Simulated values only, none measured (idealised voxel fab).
Process module in this document: voxel capacitor over wiring
Displayed cross-section: cut, width of 160 nm, square cells sized 5 nm.
Cross-section = grid of square cells, listed top down in bands; band = one or more rows. In this notation a band is specified by the heights of its top and bottom, in that order and in nm, after which its materials appear from left to right, each paired with its width in nm. The word "throughout" attached to a single material means that material fills the band from edge to edge; the word "air" stands for empty space. Convention: height 0 is the level below which the wafer, as received, is all one material. The lowest band does not terminate at the bottom but continues downward, represented as "0 -> down". Graded width ("30 to 40"): value in top row of band = first number; value in bottom row = second number; row-to-row change constant. The designation "nothing got changed", where it is given for a processing step, indicates that no cell of the cross-section was altered in the course of that step. Heads up: "Closed empty spaces" only lists the empty pockets with no open path to the top that are 8 cells or more, and it writes them as width x height at distance, distance from the left edge, in nm. The remark found on a step's line after its settings is issued by the simulator itself and pertains to that step. overlay nm, on a step with a mask: how far to the right of its planned place the mask lay; to the left if negative.

The planned process steps are enumerated hereunder
| 1 | RECEIVE | material Si |
| 2 | CONFORMAL_DEP | material SiO2 | thk nm 15 |
| 3 | CONFORMAL_DEP | material SiN | thk nm 5 |
| 4 | DIRECTIONAL_DEP | material lowk | thk nm 20 |
| 5 | DIRECTIONAL_DEP | material aC | thk nm 10 |
| 6 | PATTERN | tone open | mask id METAL_1 | material resist | width nm 30 | pitch nm 95 | thk nm 30 | overlay nm 0 |
| 7 | DIRECTIONAL_ETCH | etch materials aC | depth nm 10 |
| 8 | STRIP | etch materials resist |
| 9 | DIRECTIONAL_ETCH | etch materials lowk | depth nm 20 |
| 10 | DIRECTIONAL_ETCH | etch materials SiN | depth nm 5 |
| 11 | STRIP | etch materials aC |
| 12 | CONFORMAL_DEP | material TiN | thk nm 5 |
| 13 | FILL_DEP | material W | thk nm 10 |
| 14 | CMP | height nm 40 |
| 15 | CONFORMAL_DEP | material SiCN | thk nm 5 |
| 16 | DIRECTIONAL_DEP | material SiO2 | thk nm 10 |
| 17 | DIRECTIONAL_DEP | material aC | thk nm 15 |
| 18 | PATTERN | tone open | mask id PLUG_1 | material resist | width nm 15 | thk nm 35 | overlay nm 0 |
| 19 | DIRECTIONAL_ETCH | etch materials aC | depth nm 15 |
| 20 | STRIP | etch materials resist |
| 21 | DIRECTIONAL_ETCH | etch materials SiO2 | depth nm 10 |
| 22 | DIRECTIONAL_ETCH | etch materials SiCN | depth nm 5 |
| 23 | STRIP | etch materials aC |
| 24 | CONFORMAL_DEP | material TiN | thk nm 5 |
| 25 | FILL_DEP | material W | thk nm 5 |
| 26 | CMP | height nm 55 |
| 27 | DIRECTIONAL_DEP | material TiN | thk nm 5 |
| 28 | DIRECTIONAL_DEP | material HfO2 | thk nm 5 |
| 29 | DIRECTIONAL_DEP | material TiN | thk nm 10 |
| 30 | PATTERN | tone cover | mask id UPPER_PLATE | material resist | width nm 70 | thk nm 15 | overlay nm 0 |
| 31 | DIRECTIONAL_ETCH | etch materials TiN | depth nm 10 |
| 32 | DIRECTIONAL_ETCH | etch materials HfO2 | depth nm 5 |
| 33 | STRIP | etch materials resist |
| 34 | DIRECTIONAL_DEP | material aC | thk nm 10 |
| 35 | PATTERN | tone cover | mask id LOWER_PLATE | material resist | width nm 80 | thk nm 30 | overlay nm 0 |
| 36 | DIRECTIONAL_ETCH | etch materials aC | depth nm 10 |
| 37 | STRIP | etch materials resist |
| 38 | DIRECTIONAL_ETCH | etch materials TiN | depth nm 5 |
| 39 | STRIP | etch materials aC |
| 40 | FILL_DEP | material SiO2 | thk nm 15 |
| 41 | CMP | height nm 85 |
| 42 | DIRECTIONAL_DEP | material aC | thk nm 15 |
| 43 | PATTERN | tone open | mask id PLUG_2 | material resist | width nm 15 | thk nm 35 | overlay nm 0 |
| 44 | DIRECTIONAL_ETCH | etch materials aC | depth nm 15 |
| 45 | STRIP | etch materials resist |
| 46 | DIRECTIONAL_ETCH | etch materials SiO2 | depth nm 10 |
| 47 | STRIP | etch materials aC |
| 48 | CONFORMAL_DEP | material TiN | thk nm 5 |
| 49 | FILL_DEP | material Cu | thk nm 10 |
| 50 | CMP | height nm 85 |
| 51 | CONFORMAL_DEP | material SiCN | thk nm 5 |

Received-state cross-section, reflecting completion of step 1
  0 -> down  Si throughout
  Closed empty spaces: none

first wafer at the end, as planned
  90 -> 85  SiCN throughout
  85 -> 80  40 of SiO2 | 5 of TiN | 5 of Cu | 5 of TiN | 105 of SiO2
  80 -> 75  40 of SiO2 | 15 of TiN | 105 of SiO2
  75 -> 65  30 of SiO2 | 70 of TiN | 60 of SiO2
  65 -> 60  30 of SiO2 | 70 of HfO2 | 60 of SiO2
  60 -> 55  25 of SiO2 | 80 of TiN | 55 of SiO2
  55 -> 45  30 of SiO2 | 5 of TiN | 5 of W | 5 of TiN | 115 of SiO2
  45 -> 40  30 of SiCN | 15 of TiN | 115 of SiCN
  40 -> 20  15 of lowk | 5 of TiN | 20 of W | 5 of TiN | 65 of lowk | 5 of TiN | 20 of W | 5 of TiN | 20 of lowk
  20 -> 15  15 of SiN | 30 of TiN | 65 of SiN | 30 of TiN | 20 of SiN
  15 -> 0  SiO2 throughout
  0 -> down  Si throughout
  Closed empty spaces: none

Second wafer of the two, sectioned at the end of the module. It began like the first and followed the same plan, but one mistake was made while running it
  90 -> 85  SiCN throughout
  85 -> 80  40 of SiO2 | 5 of TiN | 5 of Cu | 5 of TiN | 105 of SiO2
  80 -> 75  40 of SiO2 | 15 of TiN | 105 of SiO2
  75 -> 65  30 of SiO2 | 70 of TiN | 60 of SiO2
  65 -> 60  30 of SiO2 | 70 of HfO2 | 60 of SiO2
  60 -> 55  25 of SiO2 | 80 of TiN | 55 of SiO2
  55 -> 45  30 of SiO2 | 5 of TiN | 5 of W | 5 of TiN | 115 of SiO2
  45 -> 40  30 of SiCN | 15 of TiN | 115 of SiCN
  40 -> 35  15 of lowk | 5 of TiN | 20 of W | 5 of TiN | 65 of lowk | 5 of TiN | 20 of W | 5 of TiN | 20 of lowk
  35 -> 30  15 of SiN | 30 of TiN | 65 of SiN | 30 of TiN | 20 of SiN
  30 -> 0  SiO2 throughout
  0 -> down  Si throughout
  Closed empty spaces: none
Here's what went sideways: plan step 2 was twice executed
The second wafer ends with more or fewer cells of some materials than the first, per final count: 96 more of SiO2; 12 fewer of TiN; 24 fewer of W; 60 fewer of lowk
